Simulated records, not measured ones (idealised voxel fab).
This is a process module. Its name is voxel trench capacitor.
The figure presents cross-section cut, which has a width of 285 nm and is divided into square cells with an edge length of 5 nm.
This document writes a cross-section as a grid whose cells are square, and gives it as bands, listed from the top down; one or more rows of cells form a band.
It is stipulated that each band's entry specify, in nanometres, the height of the top of the band and then that of its bottom, followed by the materials of the band in left-to-right sequence, each together with its width in nanometres. A single material marked by the word "throughout" is understood to fill the band from edge to edge; the word "air" is understood to denote empty space.
Convention: height 0 is the level below which the wafer, as received, is all one material. The lowest band does not terminate at the bottom but continues downward, represented as "z 0 and below".
With a width like "30..40", each row of cells in the band differs from the next by the same amount, the top row carrying the first number and the bottom row the second.
Step marked "no change occurred"? Then no cell in the cross-section changed in it.
The list in "Closed cavity list" covers empty spaces of 8 cells or more that cannot reach the top through any open way, and it gives each as width x height at distance; the distance is from the left edge, and width, height and distance are in nm.
If you see something after the settings on a step's line, that's the simulator's own remark about that step.
The "overlay nm" setting may appear on a step's line; for a step that uses a mask, it gives how far to the right of its planned position the mask lay, and a negative value indicates the left.

## Here's what the planned process steps look like
1: RECEIVE: material Si
2: CONFORMAL_DEP: material SiN, thk nm 5
3: MASKED_ETCH: tone open, mask id TRENCH, width nm 20, pitch nm 45, etch materials SiN, depth nm 5, overlay nm 0
4: MASKED_ETCH: tone open, mask id TRENCH, width nm 20, pitch nm 45, etch materials Si, depth nm 25, overlay nm 0
5: CONFORMAL_DEP: material SiO2, thk nm 5
6: FILL_DEP: material polySi, thk nm 5
7: CMP: height nm 5

## As-received state of the wafer in cross-section, equivalent to post-step 1
* z 0 and below | Si throughout
* Closed cavity list: none

## Run as planned - first of the two wafers cross-sectioned at the end of the module
* z 5 to 0 | 85 nm SiN; 5 nm SiO2; 10 nm polySi; 5 nm SiO2; 25 nm SiN; 5 nm SiO2; 10 nm polySi; 5 nm SiO2; 25 nm SiN; 5 nm SiO2; 10 nm polySi; 5 nm SiO2; 90 nm SiN
* z 0 to -20 | 85 nm Si; 5 nm SiO2; 10 nm polySi; 5 nm SiO2; 25 nm Si; 5 nm SiO2; 10 nm polySi; 5 nm SiO2; 25 nm Si; 5 nm SiO2; 10 nm polySi; 5 nm SiO2; 90 nm Si
* z -20 to -25 | 85 nm Si; 20 nm SiO2; 25 nm Si; 20 nm SiO2; 25 nm Si; 20 nm SiO2; 90 nm Si
* z -25 and below | Si throughout
* Closed cavity list: none

## This is the second of the two wafers, cross-sectioned at the end of the module; it started exactly like the first and was given the same plan, but it was run with one mistake
* z 5 to 0 | 85 nm SiN; 5 nm SiO2; 10 nm polySi; 5 nm SiO2; 25 nm SiN; 5 nm SiO2; 10 nm polySi; 5 nm SiO2; 25 nm SiN; 5 nm SiO2; 10 nm polySi; 5 nm SiO2; 90 nm SiN
* z 0 to -45 | 85 nm Si; 5 nm SiO2; 10 nm polySi; 5 nm SiO2; 25 nm Si; 5 nm SiO2; 10 nm polySi; 5 nm SiO2; 25 nm Si; 5 nm SiO2; 10 nm polySi; 5 nm SiO2; 90 nm Si
* z -45 to -50 | 85 nm Si; 20 nm SiO2; 25 nm Si; 20 nm SiO2; 25 nm Si; 20 nm SiO2; 90 nm Si
* z -50 and below | Si throughout
* Closed cavity list: none
Against the plan, the run slipped here: yeah, plan step 4 got run twice
Heads up, by the end the second wafer has more or fewer cells of some materials compared to the first: 60 fewer of Si; 30 more of SiO2; 30 more of polySi
